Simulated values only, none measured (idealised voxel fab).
The process module that follows is named voxel self aligned contacts.
Each square cell in cross-section cut measures 5 nm, and the section as a whole is 230 nm wide.
Throughout this document, each cross-section is represented as a grid of square cells and is presented as a sequence of bands enumerated from the top downward, where a band comprises one or more rows of cells.
What a band's entry tells you: where the top is and where the bottom is, as heights in nm, and after that what lies inside, material by material from left to right, each with its width in nm. Empty space is written as the word "blank", and a single material marked with the word "full width" occupies the band from edge to edge.
Heights are expressed relative to 0, this being the level below which the as-received wafer comprises one material exclusively. The lowest band is unbounded in the downward direction and is denoted as in "from 0 down".
Width: "30 to 40" (first number = top row, second number = bottom row, same change from row to row of cells).
Where the words "no change" appear for a step, the cross-section shows no cell changed by that step; every cell remained as before.
Closed empty spaces (no open way to the top) of 8 cells or more are what "Fully enclosed voids" lists, each as width x height at distance from the left edge, nm for all three.
Post-settings text on a step line: simulator's own remark regarding the step.
You can add "overlay nm" to a step's line. For a step with a mask, it describes how far the mask lay to the right of its planned position, and a negative number describes a lay to the left.

Here's what the planned process steps look like:
| 1 | RECEIVE (material Si) |
| 2 | OXIDIZE (depth nm 5) |
| 3 | DIRECTIONAL_DEP (material polySi; thk nm 25) |
| 4 | DIRECTIONAL_DEP (material SiN; thk nm 15) |
| 5 | MASKED_ETCH (tone cover; mask id GATE; width nm 30; pitch nm 65; etch materials SiN; depth nm 15; overlay nm 0) |
| 6 | MASKED_ETCH (tone cover; mask id GATE; width nm 30; pitch nm 65; etch materials polySi; depth nm 25; overlay nm 0) |
| 7 | CONFORMAL_DEP (material SiN; thk nm 5) |
| 8 | DIRECTIONAL_ETCH (etch materials SiN; depth nm 5) |
| 9 | FILL_DEP (material SiO2; thk nm 20) |
| 10 | CMP (height nm 50) |
| 11 | MASKED_ETCH (tone open; mask id CONTACT; width nm 45; pitch nm 65; etch materials SiO2; depth nm 55; overlay nm 0) |
| 12 | CONFORMAL_DEP (material TiN; thk nm 5) |
| 13 | FILL_DEP (material Ru; thk nm 5) |
| 14 | CMP (height nm 50) |
| 15 | CONFORMAL_DEP (material SiCN; thk nm 5) |

Cross-section: wafer on arrival = after step 1:
- from 0 down: Si full width
- Fully enclosed voids: none

One mistake in running the module, otherwise start and plan as above: cross-section at the end:
- from 55 to 50: SiCN full width
- from 50 to 40: SiO2=55, then TiN=5 to 20, then Ru=35 to 15, then TiN=5 to 10, then SiO2=20, then TiN=5 to 20, then Ru=35 to 15, then TiN=5 to 10, then SiO2=65
- from 40 to 25: SiO2=30, then SiN=40, then TiN=5, then Ru=15, then TiN=5, then SiN=40, then TiN=5, then Ru=15, then TiN=5, then SiN=40, then SiO2=30
- from 25 to 0: SiO2=30, then SiN=5, then polySi=30, then SiN=5, then TiN=5, then Ru=15, then TiN=5, then SiN=5, then polySi=30, then SiN=5, then TiN=5, then Ru=15, then TiN=5, then SiN=5, then polySi=30, then SiN=5, then SiO2=30
- from 0 to -5: SiO2=70, then TiN=25, then SiO2=40, then TiN=25, then SiO2=70
- from -5 down: Si full width
- Fully enclosed voids: none
Misprocessing identified: step 11 did not happen as planned, as run it was MASKED_ETCH (tone open; mask id CONTACT; width nm 45; pitch nm 65; etch materials SiO2; depth nm 55; overlay nm -5)
